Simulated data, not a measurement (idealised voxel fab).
Herein follows the process module entitled voxel released beams.
The figure presents cross-section cut, which has a width of 250 nm and is divided into square cells with an edge length of 5 nm.
How to read a cross-section here: the picture is a grid of square cells, written as bands going from the top down, and any band can span one or more rows of cells. Band: top and bottom heights (nm) first, top before bottom; then materials from left to right, widths in nm. "edge to edge" marks a sole material filling the band edge to edge. "air" denotes empty space. Heights are expressed relative to 0, this being the level below which the as-received wafer comprises one material exclusively. The lowest band is unbounded in the downward direction and is denoted as in "0 down". Width spec "30 to 40" -> top row of cells at first value, bottom row at second value, equal per-row change in between. For the purposes of this document, the phrase "remained unchanged" attached to a step denotes that no cell within the cross-section was modified by that step. Look at "Voids, enclosed" for the closed voids: empty spaces with no open path to the top, sized 8 cells or up. Each is width x height at distance, distance from the left edge, all nm. Where a step's line continues beyond its settings, the continuation is a remark by the simulator itself on that step. "overlay nm" on a masked step: distance the mask lay right of its planned place, negative for left.
### Planned process steps
1 RECEIVE [material Si]
2 CONFORMAL_DEP [material SiN] [thk nm 10]
3 DIRECTIONAL_DEP [material SiO2] [thk nm 10]
4 PATTERN [tone open] [mask id ANCHOR] [material resist] [width nm 25] [thk nm 15] [overlay nm 0]
5 DIRECTIONAL_ETCH [etch materials SiO2] [depth nm 10]
6 STRIP [etch materials resist]
7 CONFORMAL_DEP [material polySi] [thk nm 10]
8 PATTERN [tone cover] [mask id BEAM] [material resist] [width nm 100] [thk nm 20] [overlay nm 0]
9 DIRECTIONAL_ETCH [etch materials polySi] [depth nm 10]
10 STRIP [etch materials resist]
11 STRIP [etch materials SiO2]
### The first of two wafers, run as planned
### Wafer as received: cross-section following step 1
    0 down: Si edge to edge
    Voids, enclosed: none
### You're looking at a cross-section of the wafer after step 2
    10 to 0: SiN edge to edge
    Lower than 0, everything is as it was.
### You're looking at a cross-section of the wafer after step 3
    20 to 10: SiO2 edge to edge
    Lower than 10, everything is as it was.
### You're looking at a cross-section of the wafer after step 4
    35 to 20: 75 resist; 25 air; 150 resist
    Lower than 20, everything is as it was.
### You're looking at a cross-section of the wafer after step 5
    35 to 20: 75 resist; 25 air; 150 resist
    20 to 10: 75 SiO2; 25 air; 150 SiO2
    Lower than 10, everything is as it was.
### You're looking at a cross-section of the wafer after step 6
    20 to 10: 75 SiO2; 25 air; 150 SiO2
    Lower than 10, everything is as it was.
### You're looking at a cross-section of the wafer after step 7
    30 to 20: 85 polySi; 5 air; 160 polySi
    20 to 10: 75 SiO2; 25 polySi; 150 SiO2
    Lower than 10, everything is as it was.
### You're looking at a cross-section of the wafer after step 8
    50 to 30: 70 air; 100 resist; 80 air
    30 to 20: 85 polySi; 5 resist; 160 polySi
    Lower than 20, everything is as it was.
### You're looking at a cross-section of the wafer after step 9
    50 to 30: 70 air; 100 resist; 80 air
    30 to 20: 70 air; 15 polySi; 5 resist; 80 polySi; 80 air
    Lower than 20, everything is as it was.
### You're looking at a cross-section of the wafer after step 10
    30 to 20: 70 air; 15 polySi; 5 air; 80 polySi; 80 air
    Lower than 20, everything is as it was.
### You're looking at a cross-section of the wafer after step 11
    30 to 20: 70 air; 15 polySi; 5 air; 80 polySi; 80 air
    20 to 10: 75 air; 25 polySi; 150 air
    Lower than 10, everything is as it was.
### The second wafer: identical to the first at the outset and in its planned sequence, differing only in that one mistake was made during processing; up to and including step 7, its path is the first wafer's path
### Cross-section of the second wafer at the time step 8 of the plan should have ended
    50 to 30: 65 air; 110 resist; 75 air
    30 to 20: 85 polySi; 5 resist; 160 polySi
    Lower than 20, everything is as it was.
### Cross-section of the second wafer at the time step 9 of the plan should have ended
    50 to 30: 65 air; 110 resist; 75 air
    30 to 20: 65 air; 20 polySi; 5 resist; 85 polySi; 75 air
    Lower than 20, everything is as it was.
### Cross-section of the second wafer at the time step 10 of the plan should have ended
    30 to 20: 65 air; 20 polySi; 5 air; 85 polySi; 75 air
    Lower than 20, everything is as it was.
### Cross-section of the second wafer at the time step 11 of the plan should have ended
    30 to 20: 65 air; 20 polySi; 5 air; 85 polySi; 75 air
    20 to 10: 75 air; 25 polySi; 150 air
    Lower than 10, everything is as it was.
It is concluded that the wafer was processed incorrectly with respect to the plan, in that step 8 ran as: PATTERN [tone cover] [mask id BEAM] [material resist] [width nm 110] [thk nm 20] [overlay nm 0]
Final difference in cells, second wafer against first, listed per material as more or fewer: +4 polySi
